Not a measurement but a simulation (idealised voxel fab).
Process module in this document: voxel gate over fins
Square cells of 5 nm make up the cross-section cut, whose width is 250 nm.
Each cross-section below is a grid of square cells, stated as bands in top-down order, with one or more rows of cells making up each band.
First you get the band's top height and its bottom height, in nm, and then the materials it's made of, left to right, with each width in nm. If you see a single material with "throughout", that one covers the band edge to edge. "blank" is empty space.
Beneath 0, the wafer as received is one material, and that level is where height counting begins. The lowest band goes on downward without a bottom; it is written like "z 0 and below".
Think of "30..40" as a width that walks from the first number to the second as you go down the band, top row to bottom row, taking equal-sized steps from row to row.
Reading "nothing altered" for a step: not a cell of the cross-section changed in it.
In the "Encapsulated voids" entry, you get each enclosed empty space of 8 cells or more, one with no open way to the top, written width x height at distance, distance from the left edge, in nm.
Note: text after step settings on the step line = simulator remark on that step.
When a step includes a mask, the "overlay nm" setting on its line states how far to the right of its planned place that mask lay, and negative values state how far to the left.

The following list gives the planned process steps:
| 1 | op RECEIVE | material Si |
| 2 | op CONFORMAL_DEP | material SiN | thk nm 5 |
| 3 | op PATTERN | tone cover | mask id FINS | material resist | width nm 15 | pitch nm 50 | thk nm 20 | overlay nm 0 |
| 4 | op DIRECTIONAL_ETCH | etch materials SiN | depth nm 5 |
| 5 | op DIRECTIONAL_ETCH | etch materials Si | depth nm 35 |
| 6 | op STRIP | etch materials resist |
| 7 | op OXIDIZE | depth nm 5 |
| 8 | op FILL_DEP | material SiO2 | thk nm 15 |
| 9 | op CMP | height nm 5 |
| 10 | op PATTERN | tone open | mask id RAIL | material resist | width nm 15 | thk nm 20 | overlay nm 0 |
| 11 | op DIRECTIONAL_ETCH | etch materials SiO2 | depth nm 35 |
| 12 | op STRIP | etch materials resist |
| 13 | op CONFORMAL_DEP | material TiN | thk nm 5 |
| 14 | op FILL_DEP | material W | thk nm 5 |
| 15 | op CMP | height nm 5 |
| 16 | op SELECTIVE_ETCH | etch materials W Ru TiN | depth nm 15 |
| 17 | op FILL_DEP | material SiO2 | thk nm 5 |
| 18 | op CMP | height nm 5 |
| 19 | op SELECTIVE_ETCH | etch materials SiO2 | depth nm 20 |
| 20 | op STRIP | etch materials SiN |
| 21 | op CONFORMAL_DEP | material HfO2 | thk nm 5 |
| 22 | op CONFORMAL_DEP | material TiN | thk nm 5 |
| 23 | op FILL_DEP | material W | thk nm 10 |
| 24 | op CMP | height nm 15 |
| 25 | op CONFORMAL_DEP | material SiN | thk nm 5 |
Split variable: depth nm, step 16. Plan value = first wafer. Wafers start alike.

Sectional view: first of several wafers, as received, after step 1:
    z 0 and below | Si throughout
    Encapsulated voids: none

Each row below is a wafer at the end of the module, listing for every material the number of cells it has gained (+) or lost (-) since it was received, followed by its closed voids:
depth nm 15; +70 HfO2; -376 Si; +50 SiN; +226 SiO2; +77 TiN; +153 W; Encapsulated voids: none
depth nm 20; +68 HfO2; -376 Si; +50 SiN; +226 SiO2; +75 TiN; +157 W; Encapsulated voids: none
depth nm 25; +68 HfO2; -376 Si; +50 SiN; +229 SiO2; +73 TiN; +156 W; Encapsulated voids: none
depth nm 30; +68 HfO2; -376 Si; +50 SiN; +232 SiO2; +71 TiN; +155 W; Encapsulated voids: none
depth nm 35; +68 HfO2; -376 Si; +50 SiN; +235 SiO2; +68 TiN; +155 W; Encapsulated voids: none
depth nm 40; +68 HfO2; -376 Si; +50 SiN; +235 SiO2; +68 TiN; +155 W; Encapsulated voids: none
